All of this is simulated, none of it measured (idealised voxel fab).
A process module follows: voxel self aligned vias.
Xsec cut, 290 nm wide, square cell size 5 nm.
Think of the cross-section as a grid of square cells. We describe it in bands, top to bottom, and each band covers one or more rows of those cells.
For a band, the entry starts with two heights in nm, that of the top and then that of the bottom, and carries on with the band's materials in order from left to right, each alongside its width in nm; the word "edge to edge" beside a single material means it fills the band edge to edge, and "air" means empty space.
Below 0: as-received wafer, all one material; heights counted from there. Lowest band: no bottom, goes on down, written "from 0 down".
Width spec "30..40" -> top row of cells at first value, bottom row at second value, equal per-row change in between.
Any step labelled "everything unchanged" changed none of the cells in the cross-section.
Empty spaces without an open route to the top, at least 8 cells in extent, make up the entry "Cavities, closed"; each is given as width x height at distance, where the distance is measured from the left edge, and all are in nm.
Post-settings text on a step line: simulator's own remark regarding the step.
"overlay nm", when on a step's line for a step with a mask, measures how far to the right of its planned place the mask lay; a negative measure means to the left.
-- The steps planned for the process are as follows
1: op RECEIVE | material Si
2: op CONFORMAL_DEP | material SiO2 | thk nm 15
3: op CONFORMAL_DEP | material SiCN | thk nm 5
4: op DIRECTIONAL_DEP | material SiO2 | thk nm 30
5: op DIRECTIONAL_DEP | material aC | thk nm 15
6: op PATTERN | tone open | mask id LINES | material resist | width nm 30 | pitch nm 70 | thk nm 30 | overlay nm 0
7: op DIRECTIONAL_ETCH | etch materials aC | depth nm 15
8: op STRIP | etch materials resist
9: op DIRECTIONAL_ETCH | etch materials SiO2 | depth nm 30
10: op STRIP | etch materials aC
11: op CONFORMAL_DEP | material TiN | thk nm 5
12: op FILL_DEP | material W | thk nm 10
13: op CMP | height nm 50
14: op SELECTIVE_ETCH | etch materials W Ru TiN | depth nm 10
15: op FILL_DEP | material SiN | thk nm 5
16: op CMP | height nm 50
17: op DIRECTIONAL_DEP | material SiO2 | thk nm 15
18: op DIRECTIONAL_DEP | material aC | thk nm 15
19: op PATTERN | tone open | mask id VIAS | material resist | width nm 50 | pitch nm 70 | thk nm 30 | overlay nm 0
20: op DIRECTIONAL_ETCH | etch materials aC | depth nm 15
21: op STRIP | etch materials resist
22: op DIRECTIONAL_ETCH | etch materials SiO2 | depth nm 15
23: op DIRECTIONAL_ETCH | etch materials SiN | depth nm 10
24: op STRIP | etch materials aC
25: op CONFORMAL_DEP | material TiN | thk nm 5
26: op FILL_DEP | material W | thk nm 5
27: op CMP | height nm 65
28: op CONFORMAL_DEP | material SiCN | thk nm 5
-- So this is the incoming wafer in cross-section - it's already been through step 1
	from 0 down | Si edge to edge
	Cavities, closed: none
-- First wafer of two, sectioned at end of module; run went per plan
	from 70 to 65 | SiCN edge to edge
	from 65 to 55 | SiO2 (85) / TiN (5) / W (40) / TiN (5) / SiO2 (20) / TiN (5) / W (40) / TiN (5) / SiO2 (85)
	from 55 to 45 | SiO2 (85..95) / TiN (15..5) / W (20) / TiN (15..5) / SiO2 (20..40) / TiN (15..5) / W (20) / TiN (15..5) / SiO2 (85..95)
	from 45 to 40 | SiO2 (95) / TiN (30) / SiO2 (40) / TiN (30) / SiO2 (95)
	from 40 to 25 | SiO2 (95) / TiN (5) / W (20) / TiN (5) / SiO2 (40) / TiN (5) / W (20) / TiN (5) / SiO2 (95)
	from 25 to 20 | SiO2 (95) / TiN (30) / SiO2 (40) / TiN (30) / SiO2 (95)
	from 20 to 15 | SiCN edge to edge
	from 15 to 0 | SiO2 edge to edge
	from 0 down | Si edge to edge
	Cavities, closed: none
-- End-of-module cross-section of the second wafer: identical starting point and process plan to the first, with one processing mistake
	from 70 to 65 | SiCN edge to edge
	from 65 to 55 | SiO2 (85) / TiN (5) / W (40) / TiN (5) / SiO2 (20) / TiN (5) / W (40) / TiN (5) / SiO2 (85)
	from 55 to 50 | SiO2 (85) / TiN (50) / SiO2 (20) / TiN (50) / SiO2 (85)
	from 50 to 40 | SiN (85) / TiN (10) / SiO2 (30) / TiN (10) / SiN (20) / TiN (10) / SiO2 (30) / TiN (10) / SiN (85)
	from 40 to 25 | W (90) / TiN (5) / SiO2 (30) / TiN (5) / W (30) / TiN (5) / SiO2 (30) / TiN (5) / W (90)
	from 25 to 20 | TiN (95) / SiO2 (30) / TiN (40) / SiO2 (30) / TiN (95)
	from 20 to 15 | SiCN edge to edge
	from 15 to 0 | SiO2 edge to edge
	from 0 down | Si edge to edge
	Cavities, closed: none
Short version of what went wrong: heads up, step 6 didn't go per plan, it actually ran as op PATTERN | tone cover | mask id LINES | material resist | width nm 30 | pitch nm 70 | thk nm 30 | overlay nm 0
at the end the second wafer has, in cells: +76 SiN; -204 SiO2; +42 TiN; +86 W
